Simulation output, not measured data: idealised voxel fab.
This section sets out a process module, namely voxel self aligned vias.
Shown is cross-section cut, with a width of 285 nm and square cells of size 5 nm.
Cross-section spec: square-cell grid; bands listed top down; each band is one or more rows. Heights first: top, then bottom, in nm. Then materials, left to right, each with a width in nm. "throughout" on a single material: fills the band edge to edge. "air": empty space. All heights in this document are referenced to 0, defined as the level beneath which the wafer, as received, consists entirely of one material. The lowest band is not bounded below; it extends indefinitely downward and is written in the form "0 down". Quick explanation for "30..40": the width changes in equal steps down the rows of cells, from the first number in the band's top row to the second number in its bottom row. "nothing altered" after a step means that no cell of the cross-section changed. "Enclosed void catalog" lists enclosed empty spaces (at least 8 cells, no open path upward to the top), each as width x height at distance from the left edge, in nm. Step line, after settings: the simulator's comment on this step. "overlay nm" on a masked step: distance the mask lay right of its planned place, negative for left.
-- The planned process steps are enumerated hereunder
step 1: RECEIVE [material Si]
step 2: CONFORMAL_DEP [material SiO2] [thk nm 15]
step 3: CONFORMAL_DEP [material SiCN] [thk nm 5]
step 4: DIRECTIONAL_DEP [material SiO2] [thk nm 25]
step 5: DIRECTIONAL_DEP [material aC] [thk nm 15]
step 6: PATTERN [tone open] [mask id LINES] [material resist] [width nm 25] [pitch nm 60] [thk nm 35] [overlay nm 0]
step 7: DIRECTIONAL_ETCH [etch materials aC] [depth nm 15]
step 8: STRIP [etch materials resist]
step 9: DIRECTIONAL_ETCH [etch materials SiO2] [depth nm 25]
step 10: STRIP [etch materials aC]
step 11: CONFORMAL_DEP [material TiN] [thk nm 5]
step 12: FILL_DEP [material W] [thk nm 5]
step 13: CMP [height nm 45]
step 14: SELECTIVE_ETCH [etch materials W Ru TiN] [depth nm 10]
step 15: FILL_DEP [material SiN] [thk nm 5]
step 16: CMP [height nm 45]
step 17: DIRECTIONAL_DEP [material SiO2] [thk nm 15]
step 18: MASKED_ETCH [tone open] [mask id VIAS] [width nm 35] [etch materials SiO2] [depth nm 15] [overlay nm 0]
step 19: MASKED_ETCH [tone open] [mask id VIAS] [width nm 35] [etch materials SiN] [depth nm 10] [overlay nm 0]
step 20: CONFORMAL_DEP [material TiN] [thk nm 5]
step 21: FILL_DEP [material Ru] [thk nm 5]
step 22: CMP [height nm 60]
step 23: CONFORMAL_DEP [material SiN] [thk nm 5]
-- First of two wafers - as planned
-- Cross-section of the wafer upon arrival, representing the state reached after step 1
0 down: Si throughout
Enclosed void catalog: none
-- Upon completion of step 2, the wafer appears in cross-section as shown
15 to 0: SiO2 throughout
Heights below 0 show no change.
-- Upon completion of step 3, the wafer appears in cross-section as shown
20 to 15: SiCN throughout
Heights below 15 show no change.
-- Upon completion of step 4, the wafer appears in cross-section as shown
45 to 20: SiO2 throughout
Heights below 20 show no change.
-- Upon completion of step 5, the wafer appears in cross-section as shown
60 to 45: aC throughout
Heights below 45 show no change.
-- Upon completion of step 6, the wafer appears in cross-section as shown
95 to 60: resist=100 / air=25 / resist=35 / air=25 / resist=100
Heights below 60 show no change.
-- Upon completion of step 7, the wafer appears in cross-section as shown
80 to 60: resist=100 / air=25 / resist=35 / air=25 / resist=100
60 to 45: aC=100 / air=25 / aC=35 / air=25 / aC=100
Heights below 45 show no change.
-- Upon completion of step 8, the wafer appears in cross-section as shown
60 to 45: aC=100 / air=25 / aC=35 / air=25 / aC=100
Heights below 45 show no change.
-- Upon completion of step 9, the wafer appears in cross-section as shown
60 to 45: aC=100 / air=25 / aC=35 / air=25 / aC=100
45 to 20: SiO2=100 / air=25 / SiO2=35 / air=25 / SiO2=100
Heights below 20 show no change.
-- Upon completion of step 10, the wafer appears in cross-section as shown
45 to 20: SiO2=100 / air=25 / SiO2=35 / air=25 / SiO2=100
Heights below 20 show no change.
-- Upon completion of step 11, the wafer appears in cross-section as shown
50 to 45: TiN=105 / air=15 / TiN=45 / air=15 / TiN=105
45 to 25: SiO2=100 / TiN=5 / air=15 / TiN=5 / SiO2=35 / TiN=5 / air=15 / TiN=5 / SiO2=100
25 to 20: SiO2=100 / TiN=25 / SiO2=35 / TiN=25 / SiO2=100
Heights below 20 show no change.
-- Upon completion of step 12, the wafer appears in cross-section as shown
55 to 50: W throughout
50 to 45: TiN=105 / W=15 / TiN=45 / W=15 / TiN=105
45 to 25: SiO2=100 / TiN=5 / W=15 / TiN=5 / SiO2=35 / TiN=5 / W=15 / TiN=5 / SiO2=100
Heights below 25 show no change.
-- Upon completion of step 13, the wafer appears in cross-section as shown
45 to 25: SiO2=100 / TiN=5 / W=15 / TiN=5 / SiO2=35 / TiN=5 / W=15 / TiN=5 / SiO2=100
Heights below 25 show no change.
-- Upon completion of step 14, the wafer appears in cross-section as shown
45 to 35: SiO2=100 / air=25 / SiO2=35 / air=25 / SiO2=100
Heights below 35 show no change.
-- Upon completion of step 15, the wafer appears in cross-section as shown
50 to 45: SiN throughout
45 to 35: SiO2=100 / SiN=25 / SiO2=35 / SiN=25 / SiO2=100
Heights below 35 show no change.
-- Upon completion of step 16, the wafer appears in cross-section as shown
45 to 35: SiO2=100 / SiN=25 / SiO2=35 / SiN=25 / SiO2=100
Heights below 35 show no change.
-- Upon completion of step 17, the wafer appears in cross-section as shown
60 to 45: SiO2 throughout
Heights below 45 show no change.
-- Upon completion of step 18, the wafer appears in cross-section as shown
60 to 45: SiO2=95 / air=35 / SiO2=155
Heights below 45 show no change.
-- Upon completion of step 19, the wafer appears in cross-section as shown
60 to 45: SiO2=95 / air=35 / SiO2=155
45 to 35: SiO2=100 / air=25 / SiO2=35 / SiN=25 / SiO2=100
Heights below 35 show no change.
-- Upon completion of step 20, the wafer appears in cross-section as shown
65 to 60: TiN=100 / air=25 / TiN=160
60 to 50: SiO2=95 / TiN=5 / air=25 / TiN=5 / SiO2=155
50 to 45: SiO2=95 / TiN=10 / air=15 / TiN=10 / SiO2=155
45 to 40: SiO2=100 / TiN=5 / air=15 / TiN=5 / SiO2=35 / SiN=25 / SiO2=100
40 to 35: SiO2=100 / TiN=25 / SiO2=35 / SiN=25 / SiO2=100
Heights below 35 show no change.
-- Upon completion of step 21, the wafer appears in cross-section as shown
70 to 65: Ru throughout
65 to 60: TiN=100 / Ru=25 / TiN=160
60 to 50: SiO2=95 / TiN=5 / Ru=25 / TiN=5 / SiO2=155
50 to 45: SiO2=95 / TiN=10 / Ru=15 / TiN=10 / SiO2=155
45 to 40: SiO2=100 / TiN=5 / Ru=15 / TiN=5 / SiO2=35 / SiN=25 / SiO2=100
Heights below 40 show no change.
-- Upon completion of step 22, the wafer appears in cross-section as shown
60 to 50: SiO2=95 / TiN=5 / Ru=25 / TiN=5 / SiO2=155
Heights below 50 show no change.
-- Upon completion of step 23, the wafer appears in cross-section as shown
65 to 60: SiN throughout
Heights below 60 show no change.
-- The remaining wafer, second of the two, started like the first and was run to the same plan, except that one mistake was made along the way; the two coincide through step 16, inclusive
-- Second wafer cross-section, taken as of the time the plan sets for step 17 to be done
45 to 35: SiO2=95 / air=5 / SiN=25 / air=5 / SiO2=30 / SiN=25 / SiO2=100
35 to 30: SiO2=95 / air=5 / TiN=5 / W=15 / TiN=5 / air=5 / SiO2=30 / TiN=5 / W=15 / TiN=5 / SiO2=100
Heights below 30 show no change.
-- Second wafer cross-section, taken as of the time the plan sets for step 18 to be done
60 to 45: SiO2=95 / air=5 / SiO2=25 / air=5 / SiO2=155
45 to 35: SiO2=100 / SiN=25 / SiO2=35 / SiN=25 / SiO2=100
35 to 25: SiO2=100 / TiN=5 / W=15 / TiN=5 / SiO2=35 / TiN=5 / W=15 / TiN=5 / SiO2=100
Heights below 25 show no change.
Second wafer cross-section, taken as of the time the plan sets for step 19 to be done: nothing altered
-- Second wafer cross-section, taken as of the time the plan sets for step 20 to be done
65 to 60: TiN throughout
60 to 45: SiO2=95 / TiN=5 / SiO2=25 / TiN=5 / SiO2=155
Heights below 45 show no change.
-- Second wafer cross-section, taken as of the time the plan sets for step 21 to be done
70 to 65: Ru throughout
Heights below 65 show no change.
-- Second wafer cross-section, taken as of the time the plan sets for step 22 to be done
60 to 45: SiO2=95 / TiN=5 / SiO2=25 / TiN=5 / SiO2=155
Heights below 45 show no change.
-- Second wafer cross-section, taken as of the time the plan sets for step 23 to be done
65 to 60: SiN throughout
Heights below 60 show no change.
In executing the process, a mistake was made relative to the plan: steps 17 and 18 got flipped, so each one ran where the other should have
Counted in cells at the end, the second wafer holds more or fewer of these materials than the first: 16 fewer of Ru, 10 more of SiN, 15 more of SiO2, 9 fewer of TiN
